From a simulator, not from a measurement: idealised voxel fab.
Process module, titled voxel released beams
The cross-section on display is named cut; it measures 250 nm wide, and its cells are 5 nm squares.
The cross-sections in this document take the form of a grid made of square cells. They are written out as bands, in order from top to bottom. Each band consists of one or more rows of cells. Basically the band line says how high the top is and how high the bottom is, in nm, and then what's in it from left to right, every material with its width in nm. Empty space shows up as "empty", and if a single material carries "edge to edge" it runs the full band edge to edge. For the purposes of this specification, 0 denotes the height below which the wafer in its as-received condition is composed wholly of one material, and the lowermost band, lacking a lower limit, extends downward without end, as expressed in "from 0 down". So if you see something like "30 to 40" for the width, read it as the top row of the band sitting at the first number and the bottom row at the second, with every row in between moving by the same amount as the last. Reading "no change" for a step: not a cell of the cross-section changed in it. Closed-off voids of 8+ cells (no open route to the top) go in "Closed void table", written width x height at distance from the left edge, in nm. Past the settings on a step's line: simulator remark, on that step. "overlay nm" denotes, for a step that has a mask, the displacement of the mask to the right of its planned place, with negative values corresponding to the left.

Below is the list of planned process steps
1,RECEIVE: material Si
2,CONFORMAL_DEP: material SiN, thk nm 5
3,DIRECTIONAL_DEP: material SiO2, thk nm 20
4,PATTERN: tone open, mask id ANCHOR, material resist, width nm 45, thk nm 15, overlay nm 0
5,DIRECTIONAL_ETCH: etch materials SiO2, depth nm 20
6,STRIP: etch materials resist
7,CONFORMAL_DEP: material TiN, thk nm 15
8,MASKED_ETCH: tone cover, mask id BEAM, width nm 130, etch materials TiN, depth nm 15, overlay nm 0
9,STRIP: etch materials SiO2

As-received state of the wafer in cross-section, equivalent to post-step 1
	from 0 down  Si edge to edge
	Closed void table: none

Final wafer profile in cross-section after the module, from the same start and plan as above, with one mistake made during processing
	from 55 to 40  55 empty | 130 TiN | 65 empty
	from 40 to 25  TiN edge to edge
	from 25 to 5  60 SiO2 | 45 TiN | 145 SiO2
	from 5 to 0  SiN edge to edge
	from 0 down  Si edge to edge
	Closed void table: none
Misprocessing identified: twice, step 7 of the plan was run
